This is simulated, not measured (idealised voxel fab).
process module | voxel transistor to metal
cross-section cut | 210 nm wide | cells 5 nm
A cross-section is a grid of square cells, given in bands from the top down. A band is one or more rows of cells.
Each band's line starts with the height of the band's top and of its bottom, in nm. Then come its materials from left to right, each with its width in nm. One material with "throughout" fills the band from edge to edge. "air" is empty space.
Height 0 is the level under which the wafer as received is all one material. The lowest band goes on downwards, as in "0 down".
A width such as "30 to 40" changes by the same amount from each row of cells to the next, from the band's top row to its bottom row.
"no change" after a step means that no cell of the cross-section changed.
closed voids: empty space of 8 cells or more with no open way to the top, each as width x height at its distance from the left edge, in nm
after a step's settings: what the simulator itself notes on the step
overlay nm, on a step with a mask: how far to the right of its planned place the mask lay; to the left if negative
plan
1 op RECEIVE | material Si
2 op OXIDIZE | depth nm 5
3 op CONFORMAL_DEP | material SiN | thk nm 10
4 op PATTERN | tone cover | mask id ACTIVE | material resist | width nm 85 | thk nm 15 | overlay nm 0
5 op DIRECTIONAL_ETCH | etch materials SiN | depth nm 10
6 op DIRECTIONAL_ETCH | etch materials SiO2 | depth nm 5
7 op DIRECTIONAL_ETCH | etch materials Si | depth nm 35
8 op STRIP | etch materials resist
9 op OXIDIZE | depth nm 5
10 op FILL_DEP | material SiO2 | thk nm 5
11 op CMP | height nm 10
12 op SELECTIVE_ETCH | etch materials SiO2 | depth nm 10
13 op STRIP | etch materials SiN
14 op SELECTIVE_ETCH | etch materials SiO2 | depth nm 5
15 op OXIDIZE | depth nm 5
16 op DIRECTIONAL_DEP | material polySi | thk nm 25
17 op DIRECTIONAL_DEP | material SiCN | thk nm 10
18 op MASKED_ETCH | tone cover | mask id GATE | width nm 15 | etch materials SiCN | depth nm 20 | overlay nm 0
19 op MASKED_ETCH | tone cover | mask id GATE | width nm 15 | etch materials polySi | depth nm 35 | overlay nm 0
20 op CONFORMAL_DEP | material SiN | thk nm 10
21 op DIRECTIONAL_ETCH | etch materials SiN | depth nm 10
22 op DIRECTIONAL_ETCH | etch materials SiO2 | depth nm 5
23 op DIRECTIONAL_ETCH | etch materials Si | depth nm 10
24 op EPI | material nSi | thk nm 15
25 op FILL_DEP | material SiO2 | thk nm 5
26 op CMP | height nm 30
27 op DIRECTIONAL_DEP | material SiO2 | thk nm 15
28 op MASKED_ETCH | tone open | mask id CONTACT | width nm 15 | pitch nm 60 | etch materials SiO2 | depth nm 50 | overlay nm 0
29 op CONFORMAL_DEP | material TiN | thk nm 5
30 op FILL_DEP | material W | thk nm 10
31 op CMP | height nm 45
32 op DIRECTIONAL_DEP | material TiN | thk nm 5
33 op DIRECTIONAL_DEP | material W | thk nm 25
34 op PATTERN | tone cover | mask id METAL_1 | material resist | width nm 15 | pitch nm 60 | thk nm 15 | overlay nm 0
35 op DIRECTIONAL_ETCH | etch materials W | depth nm 25
36 op DIRECTIONAL_ETCH | etch materials TiN | depth nm 5
37 op STRIP | etch materials resist
38 op FILL_DEP | material lowk | thk nm 10
39 op CMP | height nm 75
40 op CONFORMAL_DEP | material SiN | thk nm 5
varied across the wafers: width nm of step 4. The plan shows the first wafer's value. All wafers start alike
first wafer as received, after step 1
  0 down: Si throughout
  closed voids: none
each wafer at the end: cells of each material gained (+) or lost (-) since it was received, then its closed voids
width nm 85 | -289 Si | +6 SiCN | +70 SiN | +528 SiO2 | +44 TiN | +44 W | +216 lowk | +38 nSi | +15 polySi | closed voids: none
width nm 90 | -284 Si | +6 SiCN | +70 SiN | +520 SiO2 | +44 TiN | +44 W | +216 lowk | +41 nSi | +15 polySi | closed voids: none
width nm 95 | -279 Si | +6 SiCN | +70 SiN | +512 SiO2 | +44 TiN | +44 W | +216 lowk | +44 nSi | +15 polySi | closed voids: none
width nm 100 | -274 Si | +6 SiCN | +70 SiN | +504 SiO2 | +44 TiN | +44 W | +216 lowk | +47 nSi | +15 polySi | closed voids: none
width nm 105 | -269 Si | +6 SiCN | +70 SiN | +496 SiO2 | +44 TiN | +44 W | +216 lowk | +50 nSi | +15 polySi | closed voids: none
width nm 110 | -264 Si | +6 SiCN | +70 SiN | +488 SiO2 | +44 TiN | +44 W | +216 lowk | +53 nSi | +15 polySi | closed voids: none
